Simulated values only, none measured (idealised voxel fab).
A process module follows: voxel fin reveal.
Cross-section cut spans 165 nm and uses square cells 5 nm in size.
When this document writes out a cross-section, it uses a grid of square cells and lists it as bands, beginning at the top and moving down, with a band standing for one or more rows of cells.
For a band, the entry starts with two heights in nm, that of the top and then that of the bottom, and carries on with the band's materials in order from left to right, each alongside its width in nm; the word "throughout" beside a single material means it fills the band edge to edge, and "air" means empty space.
Zero point of the height axis is 0; under it, received wafer = one material. Lowest band: continues down indefinitely, "top 0, no bottom".
So if you see something like "30..40" for the width, read it as the top row of the band sitting at the first number and the bottom row at the second, with every row in between moving by the same amount as the last.
The designation "changes: none", where it is given for a processing step, indicates that no cell of the cross-section was altered in the course of that step.
Empty spaces without an open route to the top, at least 8 cells in extent, make up the entry "Enclosed void inventory"; each is given as width x height at distance, where the distance is measured from the left edge, and all are in nm.
Post-settings text on a step line: simulator's own remark regarding the step.
Among the settings permitted on a step's line is "overlay nm"; applied to a step with a mask, it specifies the extent to which the mask lay to the right of its planned position, whereas a negative figure signifies a position to the left.

Intended process steps:
step 1: RECEIVE | material Si
step 2: CONFORMAL_DEP | material SiN | thk nm 10
step 3: DIRECTIONAL_DEP | material aC | thk nm 10
step 4: PATTERN | tone cover | mask id FINS | material resist | width nm 15 | pitch nm 40 | thk nm 25 | overlay nm 0
step 5: DIRECTIONAL_ETCH | etch materials aC | depth nm 10
step 6: STRIP | etch materials resist
step 7: DIRECTIONAL_ETCH | etch materials SiN | depth nm 10
step 8: DIRECTIONAL_ETCH | etch materials Si | depth nm 35
step 9: STRIP | etch materials aC
step 10: OXIDIZE | depth nm 5
step 11: FILL_DEP | material SiO2 | thk nm 10
step 12: CMP | height nm 10
step 13: SELECTIVE_ETCH | etch materials SiO2 | depth nm 35
step 14: STRIP | etch materials SiN
step 15: CONFORMAL_DEP | material HfO2 | thk nm 5

As-received wafer cross-section (after step 1):
- top 0, no bottom = Si throughout
- Enclosed void inventory: none

Cross-section, end of module. Start: as above. Plan: as above. Execution: one mistake:
- top 5, bottom 0 = 15 of air  15 of HfO2  25 of air  15 of HfO2  25 of air  15 of HfO2  25 of air  15 of HfO2  15 of air
- top 0, bottom -20 = 15 of air  5 of HfO2  5 of Si  5 of HfO2  25 of air  5 of HfO2  5 of Si  5 of HfO2  25 of air  5 of HfO2  5 of Si  5 of HfO2  25 of air  5 of HfO2  5 of Si  5 of HfO2  15 of air
- top -20, bottom -25 = 20 of HfO2  5 of Si  35 of HfO2  5 of Si  35 of HfO2  5 of Si  35 of HfO2  5 of Si  20 of HfO2
- top -25, bottom -45 = 20 of SiO2  5 of Si  35 of SiO2  5 of Si  35 of SiO2  5 of Si  35 of SiO2  5 of Si  20 of SiO2
- top -45, no bottom = Si throughout
- Enclosed void inventory: none
Want to know what went wrong? rather than as planned, step 8 actually ran as DIRECTIONAL_ETCH | etch materials Si | depth nm 40
